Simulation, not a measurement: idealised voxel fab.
Process module in this document: voxel self aligned vias
We display cut, a cross-section 240 nm in width whose square cells are each 5 nm.
A cross-section is a grid of square cells, given in bands from the top down. A band is one or more rows of cells.
Read a band's entry like this: the first values are the height of its top and the height of its bottom in nm, and what follows is the sequence of materials from left to right, each with its width in nm. Note that "air" is empty space, and that a single material marked "everywhere" reaches across the band from edge to edge.
Heights from 0 (as-received wafer is one material below). Bottom band endless downward, as "0 nm and below".
The width entry "30..40" should be interpreted row by row: the top row of cells in the band takes the first number, the bottom row takes the second number, and the change between adjacent rows is uniform throughout.
"left unchanged", as given for a step, is the statement that not any cell of the cross-section underwent a change during that step.
Voids not open to the top, 8 cells minimum: see "Closed void table". Written width x height at distance; distance is from the left edge; nm.
Anything after a step's settings on that line? It's the simulator's own note about the step.
overlay nm: for a step with a mask, the amount by which the mask lay right of where it was planned; a negative amount means left of it.

Here's what the planned process steps look like
step 1: RECEIVE,material Si
step 2: CONFORMAL_DEP,material SiO2,thk nm 15
step 3: CONFORMAL_DEP,material SiCN,thk nm 5
step 4: DIRECTIONAL_DEP,material SiO2,thk nm 20
step 5: DIRECTIONAL_DEP,material aC,thk nm 10
step 6: PATTERN,tone open,mask id LINES,material resist,width nm 25,pitch nm 55,thk nm 30,overlay nm -15
step 7: DIRECTIONAL_ETCH,etch materials aC,depth nm 10
step 8: STRIP,etch materials resist
step 9: DIRECTIONAL_ETCH,etch materials SiO2,depth nm 20
step 10: STRIP,etch materials aC
step 11: CONFORMAL_DEP,material TiN,thk nm 5
step 12: FILL_DEP,material W,thk nm 5
step 13: CMP,height nm 40
step 14: SELECTIVE_ETCH,etch materials W Ru TiN,depth nm 5
step 15: FILL_DEP,material SiN,thk nm 5
step 16: CMP,height nm 40
step 17: DIRECTIONAL_DEP,material SiO2,thk nm 20
step 18: DIRECTIONAL_DEP,material aC,thk nm 10
step 19: PATTERN,tone open,mask id VIAS,material resist,width nm 35,pitch nm 55,thk nm 25,overlay nm 0
step 20: DIRECTIONAL_ETCH,etch materials aC,depth nm 10
step 21: STRIP,etch materials resist
step 22: DIRECTIONAL_ETCH,etch materials SiO2,depth nm 20
step 23: DIRECTIONAL_ETCH,etch materials SiN,depth nm 5
step 24: STRIP,etch materials aC
step 25: CONFORMAL_DEP,material TiN,thk nm 5
step 26: FILL_DEP,material Ru,thk nm 5
step 27: CMP,height nm 60
step 28: CONFORMAL_DEP,material SiN,thk nm 5
Heads up: all these wafers start the same, and what changes between them is the overlay nm in step 6. The value you see in the plan is just what the first wafer got.

As-received state after step 1, first of several wafers, cross-section
> 0 nm and below  Si everywhere
> Closed void table: none

End of module: cross-section of the first of several wafers after step 28, the last step
> 65 nm to 60 nm  SiN everywhere
> 60 nm to 45 nm  SiO2 (75), then TiN (5), then Ru (25), then TiN (5), then SiO2 (20), then TiN (5), then Ru (25), then TiN (5), then SiO2 (75)
> 45 nm to 40 nm  SiO2 (75), then TiN (5), then Ru (5), then TiN (25), then SiO2 (20), then TiN (5), then Ru (5), then TiN (25), then SiO2 (75)
> 40 nm to 35 nm  SiO2 (65), then SiN (10), then TiN (15), then SiO2 (30), then SiN (10), then TiN (15), then SiO2 (95)
> 35 nm to 25 nm  SiO2 (65), then TiN (5), then W (15), then TiN (5), then SiO2 (30), then TiN (5), then W (15), then TiN (5), then SiO2 (95)
> 25 nm to 20 nm  SiO2 (65), then TiN (25), then SiO2 (30), then TiN (25), then SiO2 (95)
> 20 nm to 15 nm  SiCN everywhere
> 15 nm to 0 nm  SiO2 everywhere
> 0 nm and below  Si everywhere
> Closed void table: none

Showing the last wafer in cross-section at the end of the module
> 65 nm to 60 nm  SiN everywhere
> 60 nm to 45 nm  SiO2 (75), then TiN (5), then Ru (25), then TiN (5), then SiO2 (20), then TiN (5), then Ru (25), then TiN (5), then SiO2 (75)
> 45 nm to 40 nm  SiO2 (75), then TiN (25), then Ru (5), then TiN (5), then SiO2 (20), then TiN (25), then Ru (5), then TiN (5), then SiO2 (75)
> 40 nm to 35 nm  SiO2 (95), then TiN (15), then SiN (10), then SiO2 (30), then TiN (15), then SiN (10), then SiO2 (65)
> 35 nm to 25 nm  SiO2 (95), then TiN (5), then W (15), then TiN (5), then SiO2 (30), then TiN (5), then W (15), then TiN (5), then SiO2 (65)
> 25 nm to 20 nm  SiO2 (95), then TiN (25), then SiO2 (30), then TiN (25), then SiO2 (65)
> 20 nm to 15 nm  SiCN everywhere
> 15 nm to 0 nm  SiO2 everywhere
> 0 nm and below  Si everywhere
> Closed void table: none

Table: wafers, a row each; end-of-module cell change per material since receipt, gain (+), loss (-); then closed voids
overlay nm -15 | +32 Ru | +48 SiCN | +52 SiN | +432 SiO2 | +48 TiN | +12 W | Closed void table: none
overlay nm -10 | +34 Ru | +48 SiCN | +50 SiN | +432 SiO2 | +48 TiN | +12 W | Closed void table: none
overlay nm -5 | +36 Ru | +48 SiCN | +48 SiN | +432 SiO2 | +48 TiN | +12 W | Closed void table: none
overlay nm 0 | +36 Ru | +48 SiCN | +48 SiN | +432 SiO2 | +48 TiN | +12 W | Closed void table: none
overlay nm 5 | +36 Ru | +48 SiCN | +48 SiN | +432 SiO2 | +48 TiN | +12 W | Closed void table: none
overlay nm 10 | +34 Ru | +48 SiCN | +50 SiN | +432 SiO2 | +48 TiN | +12 W | Closed void table: none
overlay nm 15 | +32 Ru | +48 SiCN | +52 SiN | +432 SiO2 | +48 TiN | +12 W | Closed void table: none
